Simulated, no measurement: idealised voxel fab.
process module | voxel transistor to metal
cross-section cut | 295 nm wide | cells 5 nm
A cross-section is a grid of square cells, given in bands from the top down. A band is one or more rows of cells.
Each band's line starts with the height of the band's top and of its bottom, in nm. Then come its materials from left to right, each with its width in nm. One material with "throughout" fills the band from edge to edge. "air" is empty space.
Height 0 is the level under which the wafer as received is all one material. The lowest band goes on downwards, as in "0 down".
A width such as "30 to 40" changes by the same amount from each row of cells to the next, from the band's top row to its bottom row.
"no change" after a step means that no cell of the cross-section changed.
closed voids: empty space of 8 cells or more with no open way to the top, each as width x height at its distance from the left edge, in nm
after a step's settings: what the simulator itself notes on the step
overlay nm, on a step with a mask: how far to the right of its planned place the mask lay; to the left if negative
plan
1 op RECEIVE | material Si
2 op CONFORMAL_DEP | material SiO2 | thk nm 5
3 op CONFORMAL_DEP | material SiN | thk nm 15
4 op MASKED_ETCH | tone cover | mask id ACTIVE | width nm 110 | pitch nm 130 | etch materials SiN | depth nm 15 | overlay nm 0
5 op MASKED_ETCH | tone cover | mask id ACTIVE | width nm 110 | pitch nm 130 | etch materials SiO2 | depth nm 5 | overlay nm 0
6 op MASKED_ETCH | tone cover | mask id ACTIVE | width nm 110 | pitch nm 130 | etch materials Si | depth nm 30 | overlay nm 0
7 op FILL_DEP | material SiO2 | thk nm 10
8 op CMP | height nm 20
9 op SELECTIVE_ETCH | etch materials SiO2 | depth nm 15
10 op STRIP | etch materials SiN
11 op SELECTIVE_ETCH | etch materials SiO2 | depth nm 5
12 op OXIDIZE | depth nm 5
13 op DIRECTIONAL_DEP | material polySi | thk nm 30
14 op DIRECTIONAL_DEP | material SiCN | thk nm 10
15 op DIRECTIONAL_DEP | material aC | thk nm 10
16 op PATTERN | tone cover | mask id GATE | material resist | width nm 20 | pitch nm 130 | thk nm 25 | overlay nm 0
17 op DIRECTIONAL_ETCH | etch materials aC | depth nm 10
18 op STRIP | etch materials resist
19 op DIRECTIONAL_ETCH | etch materials SiCN | depth nm 20
20 op DIRECTIONAL_ETCH | etch materials polySi | depth nm 40
21 op STRIP | etch materials aC
22 op CONFORMAL_DEP | material SiO2 | thk nm 5
23 op DIRECTIONAL_ETCH | etch materials SiO2 | depth nm 5
24 op CONFORMAL_DEP | material SiN | thk nm 5
25 op DIRECTIONAL_ETCH | etch materials SiN | depth nm 5
26 op DIRECTIONAL_ETCH | etch materials SiO2 | depth nm 5
27 op EPI | material SiGe | thk nm 5
28 op FILL_DEP | material SiO2 | thk nm 5
29 op CMP | height nm 40
30 op DIRECTIONAL_DEP | material SiO2 | thk nm 15
31 op DIRECTIONAL_DEP | material aC | thk nm 10
32 op PATTERN | tone open | mask id CONTACT | material resist | width nm 20 | thk nm 30 | overlay nm 0
33 op DIRECTIONAL_ETCH | etch materials aC | depth nm 10
34 op STRIP | etch materials resist
35 op DIRECTIONAL_ETCH | etch materials SiO2 | depth nm 55
36 op STRIP | etch materials aC
37 op CONFORMAL_DEP | material TiN | thk nm 5
38 op FILL_DEP | material Ru | thk nm 5
39 op CMP | height nm 55
40 op CONFORMAL_DEP | material SiN | thk nm 5
41 op DIRECTIONAL_DEP | material lowk | thk nm 25
42 op DIRECTIONAL_DEP | material aC | thk nm 15
43 op PATTERN | tone open | mask id METAL_1 | material resist | width nm 20 | thk nm 35 | overlay nm 0
44 op DIRECTIONAL_ETCH | etch materials aC | depth nm 15
45 op STRIP | etch materials resist
46 op DIRECTIONAL_ETCH | etch materials lowk | depth nm 25
47 op DIRECTIONAL_ETCH | etch materials SiN | depth nm 5
48 op STRIP | etch materials aC
49 op CONFORMAL_DEP | material TiN | thk nm 5
50 op FILL_DEP | material W | thk nm 10
51 op CMP | height nm 85
52 op EPI | material Ru | thk nm 5
53 op FILL_DEP | material SiCN | thk nm 5
54 op DIRECTIONAL_DEP | material SiO2 | thk nm 25
55 op DIRECTIONAL_DEP | material aC | thk nm 10
56 op PATTERN | tone open | mask id METAL_2 | material resist | width nm 20 | pitch nm 130 | thk nm 25 | overlay nm 0
57 op DIRECTIONAL_ETCH | etch materials aC | depth nm 10
58 op STRIP | etch materials resist
59 op DIRECTIONAL_ETCH | etch materials SiO2 | depth nm 15
60 op STRIP | etch materials aC
61 op DIRECTIONAL_DEP | material aC | thk nm 10
62 op PATTERN | tone open | mask id METAL_2_HOLES | material resist | width nm 15 | pitch nm 130 | thk nm 25 | overlay nm 0
63 op DIRECTIONAL_ETCH | etch materials aC | depth nm 10
64 op STRIP | etch materials resist
65 op DIRECTIONAL_ETCH | etch materials SiO2 | depth nm 10
66 op DIRECTIONAL_ETCH | etch materials SiCN | depth nm 5
67 op STRIP | etch materials aC
68 op CONFORMAL_DEP | material TiN | thk nm 5
69 op FILL_DEP | material Cu | thk nm 10
70 op CMP | height nm 120
71 op CONFORMAL_DEP | material SiCN | thk nm 5
as received, after step 1
  0 down: Si throughout
  closed voids: none
a wafer at the end: this start, this plan, one mistake
  125 to 120: SiCN throughout
  120 to 110: SiO2 30 | TiN 5 to 10 | Cu 15 to 10 | TiN 5 | SiO2 105 | TiN 5 to 10 | Cu 15 to 10 | TiN 5 | SiO2 110
  110 to 105: SiO2 35 | TiN 20 | SiO2 110 | TiN 20 | SiO2 110
  105 to 95: SiO2 35 | TiN 10 | SiO2 120 | TiN 10 | SiO2 120
  95 to 90: SiCN 35 | TiN 10 | SiCN 120 | TiN 10 | SiCN 120
  90 to 85: SiCN 25 | Ru 30 | SiCN 50 | Ru 30 | SiCN 20 | Ru 30 | SiCN 50 | Ru 30 | SiCN 30
  85 to 60: lowk 30 | TiN 5 | W 10 | TiN 5 | lowk 60 | TiN 5 | W 10 | TiN 5 | lowk 30 | TiN 5 | W 10 | TiN 5 | lowk 60 | TiN 5 | W 10 | TiN 5 | lowk 35
  60 to 55: SiN 30 | TiN 20 | SiN 60 | TiN 20 | SiN 30 | TiN 20 | SiN 60 | TiN 20 | SiN 35
  55 to 40: SiO2 30 | TiN 5 | Ru 10 | TiN 5 | SiO2 60 | TiN 5 | Ru 10 | TiN 5 | SiO2 30 | TiN 5 | Ru 10 | TiN 5 | SiO2 60 | TiN 5 | Ru 10 | TiN 5 | SiO2 35
  40 to 30: SiO2 30 | TiN 5 | Ru 10 | TiN 5 | SiO2 10 | SiN 5 | SiO2 5 | SiCN 20 | SiO2 5 | SiN 5 | SiO2 10 | TiN 5 | Ru 10 | TiN 5 | SiO2 30 | TiN 5 | Ru 10 | TiN 5 | SiO2 10 | SiN 5 | SiO2 5 | SiCN 20 | SiO2 5 | SiN 5 | SiO2 10 | TiN 5 | Ru 10 | TiN 5 | SiO2 35
  30 to 5: SiO2 30 | TiN 5 | Ru 10 | TiN 5 | SiO2 10 | SiN 5 | SiO2 5 | polySi 20 | SiO2 5 | SiN 5 | SiO2 10 | TiN 5 | Ru 10 | TiN 5 | SiO2 30 | TiN 5 | Ru 10 | TiN 5 | SiO2 10 | SiN 5 | SiO2 5 | polySi 20 | SiO2 5 | SiN 5 | SiO2 10 | TiN 5 | Ru 10 | TiN 5 | SiO2 35
  5 to 0: SiO2 30 | TiN 20 | SiO2 10 | SiN 5 | SiO2 5 | polySi 20 | SiO2 5 | SiN 5 | SiO2 10 | TiN 20 | SiO2 30 | TiN 20 | SiO2 10 | SiN 5 | SiO2 5 | polySi 20 | SiO2 5 | SiN 5 | SiO2 10 | TiN 20 | SiO2 35
  0 to -5: SiO2 20 | SiGe 40 | SiO2 40 | SiGe 40 | SiO2 10 | SiGe 40 | SiO2 40 | SiGe 40 | SiO2 25
  -5 to -30: SiO2 25 | Si 110 | SiO2 20 | Si 110 | SiO2 30
  -30 down: Si throughout
  closed voids: none
what went wrong: step 56 ran as: op PATTERN | tone open | mask id METAL_2 | material resist | width nm 20 | pitch nm 130 | thk nm 25 | overlay nm 5
